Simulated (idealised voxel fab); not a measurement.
process module | voxel gate over fins
cross-section cut | 285 nm wide | cells 5 nm
A cross-section is a grid of square cells, given in bands from the top down. A band is one or more rows of cells.
Each band's line starts with the height of the band's top and of its bottom, in nm. Then come its materials from left to right, each with its width in nm. One material with "throughout" fills the band from edge to edge. "air" is empty space.
Height 0 is the level under which the wafer as received is all one material. The lowest band goes on downwards, as in "0 down".
A width such as "30 to 40" changes by the same amount from each row of cells to the next, from the band's top row to its bottom row.
"no change" after a step means that no cell of the cross-section changed.
closed voids: empty space of 8 cells or more with no open way to the top, each as width x height at its distance from the left edge, in nm
after a step's settings: what the simulator itself notes on the step
overlay nm, on a step with a mask: how far to the right of its planned place the mask lay; to the left if negative
plan
1 op RECEIVE | material Si
2 op CONFORMAL_DEP | material SiN | thk nm 5
3 op DIRECTIONAL_DEP | material aC | thk nm 15
4 op PATTERN | tone cover | mask id FINS | material resist | width nm 15 | pitch nm 50 | thk nm 30 | overlay nm 0
5 op DIRECTIONAL_ETCH | etch materials aC | depth nm 15
6 op STRIP | etch materials resist
7 op DIRECTIONAL_ETCH | etch materials SiN | depth nm 5
8 op DIRECTIONAL_ETCH | etch materials Si | depth nm 40
9 op STRIP | etch materials aC
10 op FILL_DEP | material SiO2 | thk nm 10
11 op CMP | height nm 5
12 op DIRECTIONAL_DEP | material aC | thk nm 15
13 op PATTERN | tone open | mask id RAIL | material resist | width nm 15 | thk nm 35 | overlay nm 0
14 op DIRECTIONAL_ETCH | etch materials aC | depth nm 15
15 op STRIP | etch materials resist
16 op DIRECTIONAL_ETCH | etch materials SiO2 | depth nm 40
17 op STRIP | etch materials aC
18 op CONFORMAL_DEP | material TiN | thk nm 5
19 op FILL_DEP | material W | thk nm 5
20 op CMP | height nm 5
21 op SELECTIVE_ETCH | etch materials W Ru TiN | depth nm 20
22 op FILL_DEP | material SiO2 | thk nm 5
23 op CMP | height nm 5
24 op SELECTIVE_ETCH | etch materials SiO2 | depth nm 15
25 op STRIP | etch materials SiN
26 op CONFORMAL_DEP | material HfO2 | thk nm 5
27 op CONFORMAL_DEP | material TiN | thk nm 5
28 op CONFORMAL_DEP | material TiAl | thk nm 5
29 op CONFORMAL_DEP | material TiN | thk nm 5
30 op FILL_DEP | material W | thk nm 10
31 op CMP | height nm 25
32 op CONFORMAL_DEP | material SiN | thk nm 10
first wafer, as planned
as received, after step 1
  0 down: Si throughout
  closed voids: none
after step 2
  5 to 0: SiN throughout
  below 0: unchanged
after step 3
  20 to 5: aC throughout
  below 5: unchanged
after step 4
  50 to 20: air 85 | resist 15 | air 35 | resist 15 | air 35 | resist 15 | air 85
  below 20: unchanged
after step 5
  35 to 20: air 85 | resist 15 | air 35 | resist 15 | air 35 | resist 15 | air 85
  20 to 5: air 85 | aC 15 | air 35 | aC 15 | air 35 | aC 15 | air 85
  below 5: unchanged
after step 6
  20 to 5: air 85 | aC 15 | air 35 | aC 15 | air 35 | aC 15 | air 85
  below 5: unchanged
after step 7
  20 to 5: air 85 | aC 15 | air 35 | aC 15 | air 35 | aC 15 | air 85
  5 to 0: air 85 | SiN 15 | air 35 | SiN 15 | air 35 | SiN 15 | air 85
  below 0: unchanged
after step 8
  20 to 5: air 85 | aC 15 | air 35 | aC 15 | air 35 | aC 15 | air 85
  5 to 0: air 85 | SiN 15 | air 35 | SiN 15 | air 35 | SiN 15 | air 85
  0 to -40: air 85 | Si 15 | air 35 | Si 15 | air 35 | Si 15 | air 85
  below -40: unchanged
after step 9
  5 to 0: air 85 | SiN 15 | air 35 | SiN 15 | air 35 | SiN 15 | air 85
  below 0: unchanged
after step 10
  15 to 5: SiO2 throughout
  5 to 0: SiO2 85 | SiN 15 | SiO2 35 | SiN 15 | SiO2 35 | SiN 15 | SiO2 85
  0 to -40: SiO2 85 | Si 15 | SiO2 35 | Si 15 | SiO2 35 | Si 15 | SiO2 85
  below -40: unchanged
after step 11
  5 to 0: SiO2 85 | SiN 15 | SiO2 35 | SiN 15 | SiO2 35 | SiN 15 | SiO2 85
  below 0: unchanged
after step 12
  20 to 5: aC throughout
  below 5: unchanged
after step 13
  55 to 20: resist 110 | air 15 | resist 160
  below 20: unchanged
after step 14
  40 to 20: resist 110 | air 15 | resist 160
  20 to 5: aC 110 | air 15 | aC 160
  below 5: unchanged
after step 15
  20 to 5: aC 110 | air 15 | aC 160
  below 5: unchanged
after step 16
  20 to 5: aC 110 | air 15 | aC 160
  5 to 0: SiO2 85 | SiN 15 | SiO2 10 | air 15 | SiO2 10 | SiN 15 | SiO2 35 | SiN 15 | SiO2 85
  0 to -35: SiO2 85 | Si 15 | SiO2 10 | air 15 | SiO2 10 | Si 15 | SiO2 35 | Si 15 | SiO2 85
  below -35: unchanged
after step 17
  5 to 0: SiO2 85 | SiN 15 | SiO2 10 | air 15 | SiO2 10 | SiN 15 | SiO2 35 | SiN 15 | SiO2 85
  below 0: unchanged
after step 18
  10 to 5: TiN 115 | air 5 | TiN 165
  5 to 0: SiO2 85 | SiN 15 | SiO2 10 | TiN 5 | air 5 | TiN 5 | SiO2 10 | SiN 15 | SiO2 35 | SiN 15 | SiO2 85
  0 to -30: SiO2 85 | Si 15 | SiO2 10 | TiN 5 | air 5 | TiN 5 | SiO2 10 | Si 15 | SiO2 35 | Si 15 | SiO2 85
  -30 to -35: SiO2 85 | Si 15 | SiO2 10 | TiN 15 | SiO2 10 | Si 15 | SiO2 35 | Si 15 | SiO2 85
  below -35: unchanged
after step 19
  15 to 10: W throughout
  10 to 5: TiN 115 | W 5 | TiN 165
  5 to 0: SiO2 85 | SiN 15 | SiO2 10 | TiN 5 | W 5 | TiN 5 | SiO2 10 | SiN 15 | SiO2 35 | SiN 15 | SiO2 85
  0 to -30: SiO2 85 | Si 15 | SiO2 10 | TiN 5 | W 5 | TiN 5 | SiO2 10 | Si 15 | SiO2 35 | Si 15 | SiO2 85
  below -30: unchanged
after step 20
  5 to 0: SiO2 85 | SiN 15 | SiO2 10 | TiN 5 | W 5 | TiN 5 | SiO2 10 | SiN 15 | SiO2 35 | SiN 15 | SiO2 85
  below 0: unchanged
after step 21
  5 to 0: SiO2 85 | SiN 15 | SiO2 10 | air 15 | SiO2 10 | SiN 15 | SiO2 35 | SiN 15 | SiO2 85
  0 to -15: SiO2 85 | Si 15 | SiO2 10 | air 15 | SiO2 10 | Si 15 | SiO2 35 | Si 15 | SiO2 85
  below -15: unchanged
after step 22
  10 to 5: SiO2 throughout
  5 to 0: SiO2 85 | SiN 15 | SiO2 35 | SiN 15 | SiO2 35 | SiN 15 | SiO2 85
  0 to -15: SiO2 85 | Si 15 | SiO2 35 | Si 15 | SiO2 35 | Si 15 | SiO2 85
  below -15: unchanged
after step 23
  5 to 0: SiO2 85 | SiN 15 | SiO2 35 | SiN 15 | SiO2 35 | SiN 15 | SiO2 85
  below 0: unchanged
after step 24
  5 to 0: air 85 | SiN 15 | air 35 | SiN 15 | air 35 | SiN 15 | air 85
  0 to -10: air 85 | Si 15 | air 35 | Si 15 | air 35 | Si 15 | air 85
  below -10: unchanged
after step 25
  0 to -10: air 85 | Si 15 | air 35 | Si 15 | air 35 | Si 15 | air 85
  below -10: unchanged
after step 26
  5 to 0: air 80 | HfO2 25 | air 25 | HfO2 25 | air 25 | HfO2 25 | air 80
  0 to -5: air 80 | HfO2 5 | Si 15 | HfO2 5 | air 25 | HfO2 5 | Si 15 | HfO2 5 | air 25 | HfO2 5 | Si 15 | HfO2 5 | air 80
  -5 to -10: HfO2 85 | Si 15 | HfO2 35 | Si 15 | HfO2 35 | Si 15 | HfO2 85
  below -10: unchanged
after step 27
  10 to 5: air 75 | TiN 35 | air 15 | TiN 35 | air 15 | TiN 35 | air 75
  5 to 0: air 75 | TiN 5 | HfO2 25 | TiN 5 | air 15 | TiN 5 | HfO2 25 | TiN 5 | air 15 | TiN 5 | HfO2 25 | TiN 5 | air 75
  0 to -5: TiN 80 | HfO2 5 | Si 15 | HfO2 5 | TiN 25 | HfO2 5 | Si 15 | HfO2 5 | TiN 25 | HfO2 5 | Si 15 | HfO2 5 | TiN 80
  below -5: unchanged
after step 28
  15 to 10: air 70 | TiAl 45 | air 5 | TiAl 45 | air 5 | TiAl 45 | air 70
  10 to 5: air 70 | TiAl 5 | TiN 35 | TiAl 5 | air 5 | TiAl 5 | TiN 35 | TiAl 5 | air 5 | TiAl 5 | TiN 35 | TiAl 5 | air 70
  5 to 0: TiAl 75 | TiN 5 | HfO2 25 | TiN 5 | TiAl 15 | TiN 5 | HfO2 25 | TiN 5 | TiAl 15 | TiN 5 | HfO2 25 | TiN 5 | TiAl 75
  below 0: unchanged
after step 29
  20 to 15: air 65 | TiN 155 | air 65
  15 to 10: air 65 | TiN 5 | TiAl 45 | TiN 5 | TiAl 45 | TiN 5 | TiAl 45 | TiN 5 | air 65
  10 to 5: TiN 70 | TiAl 5 | TiN 35 | TiAl 5 | TiN 5 | TiAl 5 | TiN 35 | TiAl 5 | TiN 5 | TiAl 5 | TiN 35 | TiAl 5 | TiN 70
  below 5: unchanged
after step 30
  30 to 20: W throughout
  20 to 15: W 65 | TiN 155 | W 65
  15 to 10: W 65 | TiN 5 | TiAl 45 | TiN 5 | TiAl 45 | TiN 5 | TiAl 45 | TiN 5 | W 65
  below 10: unchanged
after step 31
  25 to 20: W throughout
  below 20: unchanged
after step 32
  35 to 25: SiN throughout
  below 25: unchanged
second wafer: like start, like plan, one mistake. Through step 3 it matches the first wafer
when step 4 should have ended
  50 to 20: resist 85 | air 15 | resist 35 | air 15 | resist 35 | air 15 | resist 85
  below 20: unchanged
when step 5 should have ended
  35 to 20: resist 85 | air 15 | resist 35 | air 15 | resist 35 | air 15 | resist 85
  20 to 5: aC 85 | air 15 | aC 35 | air 15 | aC 35 | air 15 | aC 85
  below 5: unchanged
when step 6 should have ended
  20 to 5: aC 85 | air 15 | aC 35 | air 15 | aC 35 | air 15 | aC 85
  below 5: unchanged
when step 7 should have ended
  20 to 5: aC 85 | air 15 | aC 35 | air 15 | aC 35 | air 15 | aC 85
  5 to 0: SiN 85 | air 15 | SiN 35 | air 15 | SiN 35 | air 15 | SiN 85
  below 0: unchanged
when step 8 should have ended
  20 to 5: aC 85 | air 15 | aC 35 | air 15 | aC 35 | air 15 | aC 85
  5 to 0: SiN 85 | air 15 | SiN 35 | air 15 | SiN 35 | air 15 | SiN 85
  0 to -40: Si 85 | air 15 | Si 35 | air 15 | Si 35 | air 15 | Si 85
  below -40: unchanged
when step 9 should have ended
  5 to 0: SiN 85 | air 15 | SiN 35 | air 15 | SiN 35 | air 15 | SiN 85
  below 0: unchanged
when step 10 should have ended
  15 to 5: SiO2 throughout
  5 to 0: SiN 85 | SiO2 15 | SiN 35 | SiO2 15 | SiN 35 | SiO2 15 | SiN 85
  0 to -40: Si 85 | SiO2 15 | Si 35 | SiO2 15 | Si 35 | SiO2 15 | Si 85
  below -40: unchanged
when step 11 should have ended
  5 to 0: SiN 85 | SiO2 15 | SiN 35 | SiO2 15 | SiN 35 | SiO2 15 | SiN 85
  below 0: unchanged
when step 12 should have ended
  20 to 5: aC throughout
  below 5: unchanged
when step 13 should have ended
  55 to 20: resist 110 | air 15 | resist 160
  below 20: unchanged
when step 14 should have ended
  40 to 20: resist 110 | air 15 | resist 160
  20 to 5: aC 110 | air 15 | aC 160
  below 5: unchanged
when step 15 should have ended
  20 to 5: aC 110 | air 15 | aC 160
  below 5: unchanged
when step 16 should have ended: no change
when step 17 should have ended
  5 to 0: SiN 85 | SiO2 15 | SiN 35 | SiO2 15 | SiN 35 | SiO2 15 | SiN 85
  below 0: unchanged
when step 18 should have ended
  10 to 5: TiN throughout
  below 5: unchanged
when step 19 should have ended
  15 to 10: W throughout
  below 10: unchanged
when step 20 should have ended
  5 to 0: SiN 85 | SiO2 15 | SiN 35 | SiO2 15 | SiN 35 | SiO2 15 | SiN 85
  below 0: unchanged
when step 21 should have ended: no change
when step 22 should have ended
  10 to 5: SiO2 throughout
  below 5: unchanged
when step 23 should have ended
  5 to 0: SiN 85 | SiO2 15 | SiN 35 | SiO2 15 | SiN 35 | SiO2 15 | SiN 85
  below 0: unchanged
when step 24 should have ended
  5 to 0: SiN 85 | air 15 | SiN 35 | air 15 | SiN 35 | air 15 | SiN 85
  0 to -10: Si 85 | air 15 | Si 35 | air 15 | Si 35 | air 15 | Si 85
  below -10: unchanged
when step 25 should have ended
  0 to -10: Si 85 | air 15 | Si 35 | air 15 | Si 35 | air 15 | Si 85
  below -10: unchanged
when step 26 should have ended
  5 to 0: HfO2 90 | air 5 | HfO2 45 | air 5 | HfO2 45 | air 5 | HfO2 90
  0 to -5: Si 85 | HfO2 5 | air 5 | HfO2 5 | Si 35 | HfO2 5 | air 5 | HfO2 5 | Si 35 | HfO2 5 | air 5 | HfO2 5 | Si 85
  -5 to -10: Si 85 | HfO2 15 | Si 35 | HfO2 15 | Si 35 | HfO2 15 | Si 85
  below -10: unchanged
when step 27 should have ended
  10 to 5: TiN throughout
  5 to 0: HfO2 90 | TiN 5 | HfO2 45 | TiN 5 | HfO2 45 | TiN 5 | HfO2 90
  0 to -5: Si 85 | HfO2 5 | TiN 5 | HfO2 5 | Si 35 | HfO2 5 | TiN 5 | HfO2 5 | Si 35 | HfO2 5 | TiN 5 | HfO2 5 | Si 85
  below -5: unchanged
when step 28 should have ended
  15 to 10: TiAl throughout
  below 10: unchanged
when step 29 should have ended
  20 to 15: TiN throughout
  below 15: unchanged
when step 30 should have ended
  30 to 20: W throughout
  below 20: unchanged
when step 31 should have ended
  25 to 20: W throughout
  below 20: unchanged
when step 32 should have ended
  35 to 25: SiN throughout
  below 25: unchanged
what went wrong: step 4 ran as: op PATTERN | tone open | mask id FINS | material resist | width nm 15 | pitch nm 50 | thk nm 30 | overlay nm 0
at the end the second wafer has, in cells: 312 more of Si | 222 fewer of SiO2 | 12 fewer of TiAl | 23 fewer of TiN | 55 fewer of W
